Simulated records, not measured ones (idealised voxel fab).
process module | voxel released beams
cross-section cut | 145 nm wide | cells 5 nm
A cross-section is a grid of square cells, given in bands from the top down. A band is one or more rows of cells.
Each band's line starts with the height of the band's top and of its bottom, in nm. Then come its materials from left to right, each with its width in nm. One material with "throughout" fills the band from edge to edge. "air" is empty space.
Height 0 is the level under which the wafer as received is all one material. The lowest band goes on downwards, as in "0 down".
A width such as "30 to 40" changes by the same amount from each row of cells to the next, from the band's top row to its bottom row.
"no change" after a step means that no cell of the cross-section changed.
closed voids: empty space of 8 cells or more with no open way to the top, each as width x height at its distance from the left edge, in nm
after a step's settings: what the simulator itself notes on the step
overlay nm, on a step with a mask: how far to the right of its planned place the mask lay; to the left if negative
plan
1 op RECEIVE | material Si
2 op CONFORMAL_DEP | material Al2O3 | thk nm 5
3 op DIRECTIONAL_DEP | material SiO2 | thk nm 20
4 op DIRECTIONAL_DEP | material aC | thk nm 10
5 op PATTERN | tone open | mask id ANCHOR | material resist | width nm 25 | thk nm 30 | overlay nm 0
6 op DIRECTIONAL_ETCH | etch materials aC | depth nm 10
7 op STRIP | etch materials resist
8 op DIRECTIONAL_ETCH | etch materials SiO2 | depth nm 20
9 op STRIP | etch materials aC
10 op CONFORMAL_DEP | material polySi | thk nm 10
11 op DIRECTIONAL_DEP | material aC | thk nm 15
12 op PATTERN | tone cover | mask id BEAM | material resist | width nm 80 | thk nm 30 | overlay nm 0
13 op DIRECTIONAL_ETCH | etch materials aC | depth nm 15
14 op STRIP | etch materials resist
15 op DIRECTIONAL_ETCH | etch materials polySi | depth nm 10
16 op STRIP | etch materials aC
17 op STRIP | etch materials SiO2
as received, after step 1
  0 down: Si throughout
  closed voids: none
a wafer at the end: this start, this plan, one mistake
  30 to 20: air 30 | polySi 15 | air 5 | polySi 60 | air 35
  20 to 10: air 35 | polySi 10 | air 5 | polySi 10 | air 85
  10 to 0: air 35 | polySi 25 | air 85
  0 down: Si throughout
  closed voids: none
what went wrong: step 2 was left out
